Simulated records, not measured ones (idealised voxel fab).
process module | voxel self aligned vias
cross-section cut | 255 nm wide | cells 5 nm
A cross-section is a grid of square cells, given in bands from the top down. A band is one or more rows of cells.
Each band's line starts with the height of the band's top and of its bottom, in nm. Then come its materials from left to right, each with its width in nm. One material with "throughout" fills the band from edge to edge. "air" is empty space.
Height 0 is the level under which the wafer as received is all one material. The lowest band goes on downwards, as in "0 down".
A width such as "30 to 40" changes by the same amount from each row of cells to the next, from the band's top row to its bottom row.
"no change" after a step means that no cell of the cross-section changed.
closed voids: empty space of 8 cells or more with no open way to the top, each as width x height at its distance from the left edge, in nm
after a step's settings: what the simulator itself notes on the step
overlay nm, on a step with a mask: how far to the right of its planned place the mask lay; to the left if negative
plan
1 op RECEIVE | material Si
2 op CONFORMAL_DEP | material SiO2 | thk nm 15
3 op CONFORMAL_DEP | material SiCN | thk nm 5
4 op DIRECTIONAL_DEP | material lowk | thk nm 25
5 op PATTERN | tone open | mask id LINES | material resist | width nm 30 | pitch nm 70 | thk nm 15 | overlay nm 0
6 op DIRECTIONAL_ETCH | etch materials lowk | depth nm 25
7 op STRIP | etch materials resist
8 op CONFORMAL_DEP | material TiN | thk nm 5
9 op FILL_DEP | material W | thk nm 10
10 op CMP | height nm 45
11 op SELECTIVE_ETCH | etch materials W Ru TiN | depth nm 5
12 op FILL_DEP | material SiN | thk nm 5
13 op CMP | height nm 45
14 op DIRECTIONAL_DEP | material lowk | thk nm 15
15 op DIRECTIONAL_DEP | material aC | thk nm 15
16 op PATTERN | tone open | mask id VIAS | material resist | width nm 50 | pitch nm 70 | thk nm 30 | overlay nm 0
17 op DIRECTIONAL_ETCH | etch materials aC | depth nm 15
18 op STRIP | etch materials resist
19 op DIRECTIONAL_ETCH | etch materials lowk | depth nm 15
20 op DIRECTIONAL_ETCH | etch materials SiN | depth nm 5
21 op STRIP | etch materials aC
22 op CONFORMAL_DEP | material TiN | thk nm 5
23 op FILL_DEP | material Cu | thk nm 10
24 op CMP | height nm 60
25 op CONFORMAL_DEP | material SiN | thk nm 5
first wafer, as planned
as received, after step 1
  0 down: Si throughout
  closed voids: none
after step 2
  15 to 0: SiO2 throughout
  below 0: unchanged
after step 3
  20 to 15: SiCN throughout
  below 15: unchanged
after step 4
  45 to 20: lowk throughout
  below 20: unchanged
after step 5
  60 to 45: resist 75 | air 30 | resist 40 | air 30 | resist 80
  below 45: unchanged
after step 6
  60 to 45: resist 75 | air 30 | resist 40 | air 30 | resist 80
  45 to 20: lowk 75 | air 30 | lowk 40 | air 30 | lowk 80
  below 20: unchanged
after step 7
  45 to 20: lowk 75 | air 30 | lowk 40 | air 30 | lowk 80
  below 20: unchanged
after step 8
  50 to 45: TiN 80 | air 20 | TiN 50 | air 20 | TiN 85
  45 to 25: lowk 75 | TiN 5 | air 20 | TiN 5 | lowk 40 | TiN 5 | air 20 | TiN 5 | lowk 80
  25 to 20: lowk 75 | TiN 30 | lowk 40 | TiN 30 | lowk 80
  below 20: unchanged
after step 9
  60 to 50: W throughout
  50 to 45: TiN 80 | W 20 | TiN 50 | W 20 | TiN 85
  45 to 25: lowk 75 | TiN 5 | W 20 | TiN 5 | lowk 40 | TiN 5 | W 20 | TiN 5 | lowk 80
  below 25: unchanged
after step 10
  45 to 25: lowk 75 | TiN 5 | W 20 | TiN 5 | lowk 40 | TiN 5 | W 20 | TiN 5 | lowk 80
  below 25: unchanged
after step 11
  45 to 40: lowk 75 | air 30 | lowk 40 | air 30 | lowk 80
  below 40: unchanged
after step 12
  50 to 45: SiN throughout
  45 to 40: lowk 75 | SiN 30 | lowk 40 | SiN 30 | lowk 80
  below 40: unchanged
after step 13
  45 to 40: lowk 75 | SiN 30 | lowk 40 | SiN 30 | lowk 80
  below 40: unchanged
after step 14
  60 to 45: lowk throughout
  below 45: unchanged
after step 15
  75 to 60: aC throughout
  below 60: unchanged
after step 16
  105 to 75: resist 65 | air 50 | resist 20 | air 50 | resist 70
  below 75: unchanged
after step 17
  90 to 75: resist 65 | air 50 | resist 20 | air 50 | resist 70
  75 to 60: aC 65 | air 50 | aC 20 | air 50 | aC 70
  below 60: unchanged
after step 18
  75 to 60: aC 65 | air 50 | aC 20 | air 50 | aC 70
  below 60: unchanged
after step 19
  75 to 60: aC 65 | air 50 | aC 20 | air 50 | aC 70
  60 to 45: lowk 65 | air 50 | lowk 20 | air 50 | lowk 70
  below 45: unchanged
after step 20
  75 to 60: aC 65 | air 50 | aC 20 | air 50 | aC 70
  60 to 45: lowk 65 | air 50 | lowk 20 | air 50 | lowk 70
  45 to 40: lowk 75 | air 30 | lowk 40 | air 30 | lowk 80
  below 40: unchanged
after step 21
  60 to 45: lowk 65 | air 50 | lowk 20 | air 50 | lowk 70
  below 45: unchanged
after step 22
  65 to 60: TiN 70 | air 40 | TiN 30 | air 40 | TiN 75
  60 to 50: lowk 65 | TiN 5 | air 40 | TiN 5 | lowk 20 | TiN 5 | air 40 | TiN 5 | lowk 70
  50 to 45: lowk 65 | TiN 15 | air 20 | TiN 15 | lowk 20 | TiN 15 | air 20 | TiN 15 | lowk 70
  45 to 40: lowk 75 | TiN 30 | lowk 40 | TiN 30 | lowk 80
  below 40: unchanged
after step 23
  75 to 65: Cu throughout
  65 to 60: TiN 70 | Cu 40 | TiN 30 | Cu 40 | TiN 75
  60 to 50: lowk 65 | TiN 5 | Cu 40 | TiN 5 | lowk 20 | TiN 5 | Cu 40 | TiN 5 | lowk 70
  50 to 45: lowk 65 | TiN 15 | Cu 20 | TiN 15 | lowk 20 | TiN 15 | Cu 20 | TiN 15 | lowk 70
  below 45: unchanged
after step 24
  60 to 50: lowk 65 | TiN 5 | Cu 40 | TiN 5 | lowk 20 | TiN 5 | Cu 40 | TiN 5 | lowk 70
  below 50: unchanged
after step 25
  65 to 60: SiN throughout
  below 60: unchanged
second wafer: like start, like plan, one mistake. Through step 23 it matches the first wafer
when step 24 should have ended: no change
when step 25 should have ended
  80 to 75: SiN throughout
  below 75: unchanged
what went wrong: step 24 was left out
at the end the second wafer has, in cells: 118 more of Cu | 35 more of TiN
